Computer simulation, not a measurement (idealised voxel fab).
Process module name: voxel capacitor over wiring
Displayed cross-section: cut, width of 270 nm, square cells sized 5 nm.
In what follows, cross-sections appear as grids of square cells, described through bands that run from the top down, where every band is one or more rows of cells. Look at the band entry: it leads with the top's height and the bottom's height in nm. Then it lists the materials left to right, with a width in nm for each. The word "everywhere" on a single material says that material fills the band edge to edge. The word "empty" is empty space. Below 0: as-received wafer, all one material; heights counted from there. Lowest band: no bottom, goes on down, written "z 0 and below". Note: "30 to 40" means the width goes from the first number (top row of the band) to the second number (bottom row) in equal steps per row of cells. Step note "no alterations made" = no cross-section cell changed. "Enclosed internal voids" contains a list of empty spaces, each no smaller than 8 cells and without an open way to the top, written in the form width x height at distance with the distance from the left edge and all three in nm. The remark found on a step's line after its settings is issued by the simulator itself and pertains to that step. "overlay nm" denotes, for a step that has a mask, the displacement of the mask to the right of its planned place, with negative values corresponding to the left.

# plan
1. RECEIVE [material Si]
2. CONFORMAL_DEP [material SiO2] [thk nm 15]
3. CONFORMAL_DEP [material SiN] [thk nm 5]
4. DIRECTIONAL_DEP [material lowk] [thk nm 20]
5. DIRECTIONAL_DEP [material aC] [thk nm 10]
6. PATTERN [tone open] [mask id METAL_1] [material resist] [width nm 20] [pitch nm 75] [thk nm 30] [overlay nm 0]
7. DIRECTIONAL_ETCH [etch materials aC] [depth nm 10]
8. STRIP [etch materials resist]
9. DIRECTIONAL_ETCH [etch materials lowk] [depth nm 20]
10. DIRECTIONAL_ETCH [etch materials SiN] [depth nm 5]
11. STRIP [etch materials aC]
12. CONFORMAL_DEP [material TiN] [thk nm 5]
13. FILL_DEP [material W] [thk nm 10]
14. CMP [height nm 40]
15. EPI [material Ru] [thk nm 5]
16. FILL_DEP [material SiCN] [thk nm 5]
17. DIRECTIONAL_DEP [material lowk] [thk nm 20]
18. DIRECTIONAL_DEP [material aC] [thk nm 15]
19. PATTERN [tone open] [mask id PLUG_1] [material resist] [width nm 15] [thk nm 35] [overlay nm 0]
20. DIRECTIONAL_ETCH [etch materials aC] [depth nm 15]
21. STRIP [etch materials resist]
22. DIRECTIONAL_ETCH [etch materials lowk] [depth nm 20]
23. DIRECTIONAL_ETCH [etch materials SiCN] [depth nm 5]
24. STRIP [etch materials aC]
25. CONFORMAL_DEP [material TiN] [thk nm 5]
26. FILL_DEP [material W] [thk nm 10]
27. CMP [height nm 70]
28. DIRECTIONAL_DEP [material TiN] [thk nm 10]
29. DIRECTIONAL_DEP [material SiN] [thk nm 5]
30. DIRECTIONAL_DEP [material TiN] [thk nm 5]
31. MASKED_ETCH [tone cover] [mask id UPPER_PLATE] [width nm 60] [etch materials TiN] [depth nm 5] [overlay nm -15]
32. MASKED_ETCH [tone cover] [mask id UPPER_PLATE] [width nm 60] [etch materials SiN] [depth nm 5] [overlay nm 0]
33. PATTERN [tone cover] [mask id LOWER_PLATE] [material resist] [width nm 70] [thk nm 15] [overlay nm 0]
34. DIRECTIONAL_ETCH [etch materials TiN] [depth nm 10]
35. STRIP [etch materials resist]
36. FILL_DEP [material SiO2] [thk nm 15]
37. CMP [height nm 100]
38. DIRECTIONAL_DEP [material aC] [thk nm 10]
39. PATTERN [tone open] [mask id PLUG_2] [material resist] [width nm 15] [thk nm 30] [overlay nm 0]
40. DIRECTIONAL_ETCH [etch materials aC] [depth nm 10]
41. STRIP [etch materials resist]
42. DIRECTIONAL_ETCH [etch materials SiO2] [depth nm 10]
43. STRIP [etch materials aC]
44. CONFORMAL_DEP [material TiN] [thk nm 5]
45. FILL_DEP [material Ru] [thk nm 10]
46. CMP [height nm 100]
47. CONFORMAL_DEP [material SiN] [thk nm 5]
Keep in mind the plan's value for the overlay nm of step 31 comes from the first wafer; the wafers don't share that setting, but they do share the same starting point.

# The first of several wafers, as received after step 1, seen in section
	z 0 and below | Si everywhere
	Enclosed internal voids: none

# Module end state after final step 47: cross-section of the first of several wafers
	z 105 to 100 | SiN everywhere
	z 100 to 95 | 100 nm SiO2 / 5 nm TiN / 5 nm Ru / 5 nm TiN / 155 nm SiO2
	z 95 to 85 | 100 to 85 nm SiO2 / 15 to 50 nm TiN / 155 to 135 nm SiO2
	z 85 to 80 | 75 nm SiO2 / 75 nm SiN / 120 nm SiO2
	z 80 to 70 | 75 nm SiO2 / 80 nm TiN / 115 nm SiO2
	z 70 to 50 | 90 nm lowk / 5 nm TiN / 5 nm W / 5 nm TiN / 165 nm lowk
	z 50 to 45 | 90 nm SiCN / 15 nm TiN / 165 nm SiCN
	z 45 to 40 | 80 nm SiCN / 30 nm Ru / 45 nm SiCN / 30 nm Ru / 85 nm SiCN
	z 40 to 20 | 85 nm lowk / 5 nm TiN / 10 nm W / 5 nm TiN / 55 nm lowk / 5 nm TiN / 10 nm W / 5 nm TiN / 90 nm lowk
	z 20 to 15 | 85 nm SiN / 20 nm TiN / 55 nm SiN / 20 nm TiN / 90 nm SiN
	z 15 to 0 | SiO2 everywhere
	z 0 and below | Si everywhere
	Enclosed internal voids: none

# So this is the cross-section on the last wafer at the end of the module
	z 105 to 100 | SiN everywhere
	z 100 to 95 | 100 nm SiO2 / 5 nm TiN / 5 nm Ru / 5 nm TiN / 155 nm SiO2
	z 95 to 85 | 100 to 105 nm SiO2 / 15 to 50 nm TiN / 155 to 115 nm SiO2
	z 85 to 80 | 90 nm SiO2 / 75 nm SiN / 105 nm SiO2
	z 80 to 70 | 85 nm SiO2 / 80 nm TiN / 105 nm SiO2
	z 70 to 50 | 90 nm lowk / 5 nm TiN / 5 nm W / 5 nm TiN / 165 nm lowk
	z 50 to 45 | 90 nm SiCN / 15 nm TiN / 165 nm SiCN
	z 45 to 40 | 80 nm SiCN / 30 nm Ru / 45 nm SiCN / 30 nm Ru / 85 nm SiCN
	z 40 to 20 | 85 nm lowk / 5 nm TiN / 10 nm W / 5 nm TiN / 55 nm lowk / 5 nm TiN / 10 nm W / 5 nm TiN / 90 nm lowk
	z 20 to 15 | 85 nm SiN / 20 nm TiN / 55 nm SiN / 20 nm TiN / 90 nm SiN
	z 15 to 0 | SiO2 everywhere
	z 0 and below | Si everywhere
	Enclosed internal voids: none

# Below, a row for every wafer. Read it as the end-of-module picture: for each material the wafer shows its cells gained (+) or lost (-) since it was received, and then its closed voids
overlay nm -15; +13 Ru; +93 SiCN; +115 SiN; +423 SiO2; +82 TiN; +20 W; +388 lowk; Enclosed internal voids: none
overlay nm -10; +13 Ru; +93 SiCN; +114 SiN; +425 SiO2; +81 TiN; +20 W; +388 lowk; Enclosed internal voids: none
overlay nm -5; +13 Ru; +93 SiCN; +113 SiN; +427 SiO2; +80 TiN; +20 W; +388 lowk; Enclosed internal voids: none
overlay nm 0; +13 Ru; +93 SiCN; +112 SiN; +428 SiO2; +80 TiN; +20 W; +388 lowk; Enclosed internal voids: none
overlay nm 5; +13 Ru; +93 SiCN; +113 SiN; +427 SiO2; +80 TiN; +20 W; +388 lowk; Enclosed internal voids: none
overlay nm 10; +13 Ru; +93 SiCN; +114 SiN; +425 SiO2; +81 TiN; +20 W; +388 lowk; Enclosed internal voids: none
overlay nm 15; +13 Ru; +93 SiCN; +115 SiN; +423 SiO2; +82 TiN; +20 W; +388 lowk; Enclosed internal voids: none
